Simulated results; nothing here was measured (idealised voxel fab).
The process module that follows is named voxel capacitor over wiring.
We display cut, a cross-section 230 nm in width whose square cells are each 5 nm.
Heads up, the way a cross-section reads in here is a grid of square cells, handed over as bands from the top down, with every band being one or more rows of cells.
It is stipulated that each band's entry specify, in nanometres, the height of the top of the band and then that of its bottom, followed by the materials of the band in left-to-right sequence, each together with its width in nanometres. A single material marked by the word "edge to edge" is understood to fill the band from edge to edge; the word "blank" is understood to denote empty space.
The level at which height equals 0 is the one under which the wafer, as it arrives, is entirely one material. No lower edge exists for the bottom band, which continues downward and is notated as in "0 down".
Graded width ("30..40"): value in top row of band = first number; value in bottom row = second number; row-to-row change constant.
Take "no modifications" at face value: in the step it is given for, the cross-section changed in none of its cells.
"Enclosed cavity list": sealed empty spaces, 8 cells or more, no open way to top, listed width x height at distance, with distance from the left edge and width, height and distance in nm.
Heads up: the bit after the settings on a step's line is the simulator's remark on that step.
The line of a step may include "overlay nm". On a step with a mask, this value is how far to the right of its planned place the mask lay. A negative value means the mask lay to the left.
PLAN
1: RECEIVE with material Si
2: CONFORMAL_DEP with material SiO2, thk nm 10
3: CONFORMAL_DEP with material SiCN, thk nm 5
4: DIRECTIONAL_DEP with material lowk, thk nm 20
5: MASKED_ETCH with tone open, mask id METAL_1, width nm 30, pitch nm 90, etch materials lowk, depth nm 20, overlay nm 0
6: MASKED_ETCH with tone open, mask id METAL_1, width nm 30, pitch nm 90, etch materials SiCN, depth nm 5, overlay nm 0
7: CONFORMAL_DEP with material TiN, thk nm 5
8: FILL_DEP with material W, thk nm 10
9: CMP with height nm 35
10: EPI with material Ru, thk nm 5
11: FILL_DEP with material SiCN, thk nm 5
12: DIRECTIONAL_DEP with material SiO2, thk nm 15
13: MASKED_ETCH with tone open, mask id PLUG_1, width nm 15, etch materials SiO2, depth nm 15, overlay nm 0
14: MASKED_ETCH with tone open, mask id PLUG_1, width nm 15, etch materials SiCN, depth nm 5, overlay nm 0
15: EPI with material Ru, thk nm 10
16: EPI with material Ru, thk nm 10
17: DIRECTIONAL_DEP with material TiN, thk nm 5
18: DIRECTIONAL_DEP with material SiN, thk nm 5
19: DIRECTIONAL_DEP with material TiN, thk nm 5
20: PATTERN with tone cover, mask id UPPER_PLATE, material resist, width nm 65, thk nm 15, overlay nm 0
21: DIRECTIONAL_ETCH with etch materials TiN, depth nm 5
22: DIRECTIONAL_ETCH with etch materials SiN, depth nm 5
23: STRIP with etch materials resist
24: MASKED_ETCH with tone cover, mask id LOWER_PLATE, width nm 75, etch materials TiN, depth nm 5, overlay nm 0
25: FILL_DEP with material SiO2, thk nm 20
26: CMP with height nm 90
27: PATTERN with tone open, mask id PLUG_2, material resist, width nm 15, thk nm 20, overlay nm 0
28: DIRECTIONAL_ETCH with etch materials SiO2, depth nm 15
29: STRIP with etch materials resist
30: CONFORMAL_DEP with material TiN, thk nm 5
31: FILL_DEP with material Ru, thk nm 10
32: CMP with height nm 90
33: CONFORMAL_DEP with material SiN, thk nm 5
WHAT FOLLOWS COVERS THE FIRST OF TWO WAFERS; IT RAN AS PLANNED
THE CROSS-SECTION HERE SHOWS THE WAFER AS RECEIVED, I.E. IN ITS STATE AFTER STEP 1
  0 down = Si edge to edge
  Enclosed cavity list: none
WAFER AFTER STEP 2 (CROSS-SECTION)
  10 to 0 = SiO2 edge to edge
  Whatever lies below 0 is exactly as it was before.
WAFER AFTER STEP 3 (CROSS-SECTION)
  15 to 10 = SiCN edge to edge
  Whatever lies below 10 is exactly as it was before.
WAFER AFTER STEP 4 (CROSS-SECTION)
  35 to 15 = lowk edge to edge
  Whatever lies below 15 is exactly as it was before.
WAFER AFTER STEP 5 (CROSS-SECTION)
  35 to 15 = lowk (55), then blank (30), then lowk (60), then blank (30), then lowk (55)
  Whatever lies below 15 is exactly as it was before.
WAFER AFTER STEP 6 (CROSS-SECTION)
  35 to 15 = lowk (55), then blank (30), then lowk (60), then blank (30), then lowk (55)
  15 to 10 = SiCN (55), then blank (30), then SiCN (60), then blank (30), then SiCN (55)
  Whatever lies below 10 is exactly as it was before.
WAFER AFTER STEP 7 (CROSS-SECTION)
  40 to 35 = TiN (60), then blank (20), then TiN (70), then blank (20), then TiN (60)
  35 to 15 = lowk (55), then TiN (5), then blank (20), then TiN (5), then lowk (60), then TiN (5), then blank (20), then TiN (5), then lowk (55)
  15 to 10 = SiCN (55), then TiN (30), then SiCN (60), then TiN (30), then SiCN (55)
  Whatever lies below 10 is exactly as it was before.
WAFER AFTER STEP 8 (CROSS-SECTION)
  50 to 40 = W edge to edge
  40 to 35 = TiN (60), then W (20), then TiN (70), then W (20), then TiN (60)
  35 to 15 = lowk (55), then TiN (5), then W (20), then TiN (5), then lowk (60), then TiN (5), then W (20), then TiN (5), then lowk (55)
  Whatever lies below 15 is exactly as it was before.
WAFER AFTER STEP 9 (CROSS-SECTION)
  35 to 15 = lowk (55), then TiN (5), then W (20), then TiN (5), then lowk (60), then TiN (5), then W (20), then TiN (5), then lowk (55)
  Whatever lies below 15 is exactly as it was before.
WAFER AFTER STEP 10 (CROSS-SECTION)
  40 to 35 = blank (50), then Ru (40), then blank (50), then Ru (40), then blank (50)
  Whatever lies below 35 is exactly as it was before.
WAFER AFTER STEP 11 (CROSS-SECTION)
  45 to 40 = SiCN edge to edge
  40 to 35 = SiCN (50), then Ru (40), then SiCN (50), then Ru (40), then SiCN (50)
  Whatever lies below 35 is exactly as it was before.
WAFER AFTER STEP 12 (CROSS-SECTION)
  60 to 45 = SiO2 edge to edge
  Whatever lies below 45 is exactly as it was before.
WAFER AFTER STEP 13 (CROSS-SECTION)
  60 to 45 = SiO2 (70), then blank (15), then SiO2 (145)
  Whatever lies below 45 is exactly as it was before.
WAFER AFTER STEP 14 (CROSS-SECTION)
  60 to 45 = SiO2 (70), then blank (15), then SiO2 (145)
  45 to 40 = SiCN (70), then blank (15), then SiCN (145)
  Whatever lies below 40 is exactly as it was before.
WAFER AFTER STEP 15 (CROSS-SECTION)
  60 to 50 = SiO2 (70), then blank (15), then SiO2 (145)
  50 to 45 = SiO2 (70), then Ru (15), then SiO2 (145)
  45 to 40 = SiCN (70), then Ru (15), then SiCN (145)
  Whatever lies below 40 is exactly as it was before.
WAFER AFTER STEP 16 (CROSS-SECTION)
  60 to 45 = SiO2 (70), then Ru (15), then SiO2 (145)
  Whatever lies below 45 is exactly as it was before.
WAFER AFTER STEP 17 (CROSS-SECTION)
  65 to 60 = TiN edge to edge
  Whatever lies below 60 is exactly as it was before.
WAFER AFTER STEP 18 (CROSS-SECTION)
  70 to 65 = SiN edge to edge
  Whatever lies below 65 is exactly as it was before.
WAFER AFTER STEP 19 (CROSS-SECTION)
  75 to 70 = TiN edge to edge
  Whatever lies below 70 is exactly as it was before.
WAFER AFTER STEP 20 (CROSS-SECTION)
  90 to 75 = blank (70), then resist (65), then blank (95)
  Whatever lies below 75 is exactly as it was before.
WAFER AFTER STEP 21 (CROSS-SECTION)
  90 to 75 = blank (70), then resist (65), then blank (95)
  75 to 70 = blank (70), then TiN (65), then blank (95)
  Whatever lies below 70 is exactly as it was before.
WAFER AFTER STEP 22 (CROSS-SECTION)
  90 to 75 = blank (70), then resist (65), then blank (95)
  75 to 70 = blank (70), then TiN (65), then blank (95)
  70 to 65 = blank (70), then SiN (65), then blank (95)
  Whatever lies below 65 is exactly as it was before.
WAFER AFTER STEP 23 (CROSS-SECTION)
  75 to 70 = blank (70), then TiN (65), then blank (95)
  Whatever lies below 70 is exactly as it was before.
WAFER AFTER STEP 24 (CROSS-SECTION)
  75 to 70 = blank (70), then TiN (65), then blank (95)
  70 to 65 = blank (70), then SiN (65), then blank (95)
  65 to 60 = blank (65), then TiN (75), then blank (90)
  Whatever lies below 60 is exactly as it was before.
WAFER AFTER STEP 25 (CROSS-SECTION)
  95 to 75 = SiO2 edge to edge
  75 to 70 = SiO2 (70), then TiN (65), then SiO2 (95)
  70 to 65 = SiO2 (70), then SiN (65), then SiO2 (95)
  65 to 60 = SiO2 (65), then TiN (75), then SiO2 (90)
  Whatever lies below 60 is exactly as it was before.
WAFER AFTER STEP 26 (CROSS-SECTION)
  90 to 75 = SiO2 edge to edge
  Whatever lies below 75 is exactly as it was before.
WAFER AFTER STEP 27 (CROSS-SECTION)
  110 to 90 = resist (80), then blank (15), then resist (135)
  Whatever lies below 90 is exactly as it was before.
WAFER AFTER STEP 28 (CROSS-SECTION)
  110 to 90 = resist (80), then blank (15), then resist (135)
  90 to 75 = SiO2 (80), then blank (15), then SiO2 (135)
  Whatever lies below 75 is exactly as it was before.
WAFER AFTER STEP 29 (CROSS-SECTION)
  90 to 75 = SiO2 (80), then blank (15), then SiO2 (135)
  Whatever lies below 75 is exactly as it was before.
WAFER AFTER STEP 30 (CROSS-SECTION)
  95 to 90 = TiN (85), then blank (5), then TiN (140)
  90 to 80 = SiO2 (80), then TiN (5), then blank (5), then TiN (5), then SiO2 (135)
  80 to 70 = SiO2 (80..70), then TiN (15..65), then SiO2 (135..95)
  Whatever lies below 70 is exactly as it was before.
WAFER AFTER STEP 31 (CROSS-SECTION)
  105 to 95 = Ru edge to edge
  95 to 90 = TiN (85), then Ru (5), then TiN (140)
  90 to 80 = SiO2 (80), then TiN (5), then Ru (5), then TiN (5), then SiO2 (135)
  Whatever lies below 80 is exactly as it was before.
WAFER AFTER STEP 32 (CROSS-SECTION)
  90 to 80 = SiO2 (80), then TiN (5), then Ru (5), then TiN (5), then SiO2 (135)
  Whatever lies below 80 is exactly as it was before.
WAFER AFTER STEP 33 (CROSS-SECTION)
  95 to 90 = SiN edge to edge
  Whatever lies below 90 is exactly as it was before.
THE SECOND WAFER BEGAN EXACTLY AS THE FIRST DID AND FOLLOWED THE SAME PLAN, BUT ONE MISTAKE WAS MADE WHILE RUNNING IT; THROUGH STEP 2 INCLUSIVE, THE TWO WAFERS ARE IDENTICAL
THE SECOND WAFER CUT THROUGH, AT THE TIME STEP 3 WAS SUPPOSED TO BE FINISHED
  30 to 10 = lowk edge to edge
  Whatever lies below 10 is exactly as it was before.
THE SECOND WAFER CUT THROUGH, AT THE TIME STEP 4 WAS SUPPOSED TO BE FINISHED
  35 to 30 = SiCN edge to edge
  Whatever lies below 30 is exactly as it was before.
The second wafer cut through, at the time step 5 was supposed to be finished: no modifications
THE SECOND WAFER CUT THROUGH, AT THE TIME STEP 6 WAS SUPPOSED TO BE FINISHED
  35 to 30 = SiCN (55), then blank (30), then SiCN (60), then blank (30), then SiCN (55)
  Whatever lies below 30 is exactly as it was before.
THE SECOND WAFER CUT THROUGH, AT THE TIME STEP 7 WAS SUPPOSED TO BE FINISHED
  40 to 35 = TiN (60), then blank (20), then TiN (70), then blank (20), then TiN (60)
  35 to 30 = SiCN (55), then TiN (30), then SiCN (60), then TiN (30), then SiCN (55)
  Whatever lies below 30 is exactly as it was before.
THE SECOND WAFER CUT THROUGH, AT THE TIME STEP 8 WAS SUPPOSED TO BE FINISHED
  50 to 40 = W edge to edge
  40 to 35 = TiN (60), then W (20), then TiN (70), then W (20), then TiN (60)
  Whatever lies below 35 is exactly as it was before.
THE SECOND WAFER CUT THROUGH, AT THE TIME STEP 9 WAS SUPPOSED TO BE FINISHED
  35 to 30 = SiCN (55), then TiN (30), then SiCN (60), then TiN (30), then SiCN (55)
  Whatever lies below 30 is exactly as it was before.
THE SECOND WAFER CUT THROUGH, AT THE TIME STEP 10 WAS SUPPOSED TO BE FINISHED
  40 to 35 = blank (50), then Ru (40), then blank (50), then Ru (40), then blank (50)
  Whatever lies below 35 is exactly as it was before.
THE SECOND WAFER CUT THROUGH, AT THE TIME STEP 11 WAS SUPPOSED TO BE FINISHED
  45 to 40 = SiCN edge to edge
  40 to 35 = SiCN (50), then Ru (40), then SiCN (50), then Ru (40), then SiCN (50)
  Whatever lies below 35 is exactly as it was before.
THE SECOND WAFER CUT THROUGH, AT THE TIME STEP 12 WAS SUPPOSED TO BE FINISHED
  60 to 45 = SiO2 edge to edge
  Whatever lies below 45 is exactly as it was before.
THE SECOND WAFER CUT THROUGH, AT THE TIME STEP 13 WAS SUPPOSED TO BE FINISHED
  60 to 45 = SiO2 (70), then blank (15), then SiO2 (145)
  Whatever lies below 45 is exactly as it was before.
THE SECOND WAFER CUT THROUGH, AT THE TIME STEP 14 WAS SUPPOSED TO BE FINISHED
  60 to 45 = SiO2 (70), then blank (15), then SiO2 (145)
  45 to 40 = SiCN (70), then blank (15), then SiCN (145)
  Whatever lies below 40 is exactly as it was before.
THE SECOND WAFER CUT THROUGH, AT THE TIME STEP 15 WAS SUPPOSED TO BE FINISHED
  60 to 50 = SiO2 (70), then blank (15), then SiO2 (145)
  50 to 45 = SiO2 (70), then Ru (15), then SiO2 (145)
  45 to 40 = SiCN (70), then Ru (15), then SiCN (145)
  Whatever lies below 40 is exactly as it was before.
THE SECOND WAFER CUT THROUGH, AT THE TIME STEP 16 WAS SUPPOSED TO BE FINISHED
  60 to 45 = SiO2 (70), then Ru (15), then SiO2 (145)
  Whatever lies below 45 is exactly as it was before.
THE SECOND WAFER CUT THROUGH, AT THE TIME STEP 17 WAS SUPPOSED TO BE FINISHED
  65 to 60 = TiN edge to edge
  Whatever lies below 60 is exactly as it was before.
THE SECOND WAFER CUT THROUGH, AT THE TIME STEP 18 WAS SUPPOSED TO BE FINISHED
  70 to 65 = SiN edge to edge
  Whatever lies below 65 is exactly as it was before.
THE SECOND WAFER CUT THROUGH, AT THE TIME STEP 19 WAS SUPPOSED TO BE FINISHED
  75 to 70 = TiN edge to edge
  Whatever lies below 70 is exactly as it was before.
THE SECOND WAFER CUT THROUGH, AT THE TIME STEP 20 WAS SUPPOSED TO BE FINISHED
  90 to 75 = blank (70), then resist (65), then blank (95)
  Whatever lies below 75 is exactly as it was before.
THE SECOND WAFER CUT THROUGH, AT THE TIME STEP 21 WAS SUPPOSED TO BE FINISHED
  90 to 75 = blank (70), then resist (65), then blank (95)
  75 to 70 = blank (70), then TiN (65), then blank (95)
  Whatever lies below 70 is exactly as it was before.
THE SECOND WAFER CUT THROUGH, AT THE TIME STEP 22 WAS SUPPOSED TO BE FINISHED
  90 to 75 = blank (70), then resist (65), then blank (95)
  75 to 70 = blank (70), then TiN (65), then blank (95)
  70 to 65 = blank (70), then SiN (65), then blank (95)
  Whatever lies below 65 is exactly as it was before.
THE SECOND WAFER CUT THROUGH, AT THE TIME STEP 23 WAS SUPPOSED TO BE FINISHED
  75 to 70 = blank (70), then TiN (65), then blank (95)
  Whatever lies below 70 is exactly as it was before.
THE SECOND WAFER CUT THROUGH, AT THE TIME STEP 24 WAS SUPPOSED TO BE FINISHED
  75 to 70 = blank (70), then TiN (65), then blank (95)
  70 to 65 = blank (70), then SiN (65), then blank (95)
  65 to 60 = blank (65), then TiN (75), then blank (90)
  Whatever lies below 60 is exactly as it was before.
THE SECOND WAFER CUT THROUGH, AT THE TIME STEP 25 WAS SUPPOSED TO BE FINISHED
  95 to 75 = SiO2 edge to edge
  75 to 70 = SiO2 (70), then TiN (65), then SiO2 (95)
  70 to 65 = SiO2 (70), then SiN (65), then SiO2 (95)
  65 to 60 = SiO2 (65), then TiN (75), then SiO2 (90)
  Whatever lies below 60 is exactly as it was before.
THE SECOND WAFER CUT THROUGH, AT THE TIME STEP 26 WAS SUPPOSED TO BE FINISHED
  90 to 75 = SiO2 edge to edge
  Whatever lies below 75 is exactly as it was before.
THE SECOND WAFER CUT THROUGH, AT THE TIME STEP 27 WAS SUPPOSED TO BE FINISHED
  110 to 90 = resist (80), then blank (15), then resist (135)
  Whatever lies below 90 is exactly as it was before.
THE SECOND WAFER CUT THROUGH, AT THE TIME STEP 28 WAS SUPPOSED TO BE FINISHED
  110 to 90 = resist (80), then blank (15), then resist (135)
  90 to 75 = SiO2 (80), then blank (15), then SiO2 (135)
  Whatever lies below 75 is exactly as it was before.
THE SECOND WAFER CUT THROUGH, AT THE TIME STEP 29 WAS SUPPOSED TO BE FINISHED
  90 to 75 = SiO2 (80), then blank (15), then SiO2 (135)
  Whatever lies below 75 is exactly as it was before.
THE SECOND WAFER CUT THROUGH, AT THE TIME STEP 30 WAS SUPPOSED TO BE FINISHED
  95 to 90 = TiN (85), then blank (5), then TiN (140)
  90 to 80 = SiO2 (80), then TiN (5), then blank (5), then TiN (5), then SiO2 (135)
  80 to 70 = SiO2 (80..70), then TiN (15..65), then SiO2 (135..95)
  Whatever lies below 70 is exactly as it was before.
THE SECOND WAFER CUT THROUGH, AT THE TIME STEP 31 WAS SUPPOSED TO BE FINISHED
  105 to 95 = Ru edge to edge
  95 to 90 = TiN (85), then Ru (5), then TiN (140)
  90 to 80 = SiO2 (80), then TiN (5), then Ru (5), then TiN (5), then SiO2 (135)
  Whatever lies below 80 is exactly as it was before.
THE SECOND WAFER CUT THROUGH, AT THE TIME STEP 32 WAS SUPPOSED TO BE FINISHED
  90 to 80 = SiO2 (80), then TiN (5), then Ru (5), then TiN (5), then SiO2 (135)
  Whatever lies below 80 is exactly as it was before.
THE SECOND WAFER CUT THROUGH, AT THE TIME STEP 33 WAS SUPPOSED TO BE FINISHED
  95 to 90 = SiN edge to edge
  Whatever lies below 90 is exactly as it was before.
Processing error: plan steps 3 and 4 run swapped
Final difference in cells, second wafer against first, listed per material as more or fewer: 16 fewer of TiN, 32 fewer of W, 48 more of lowk
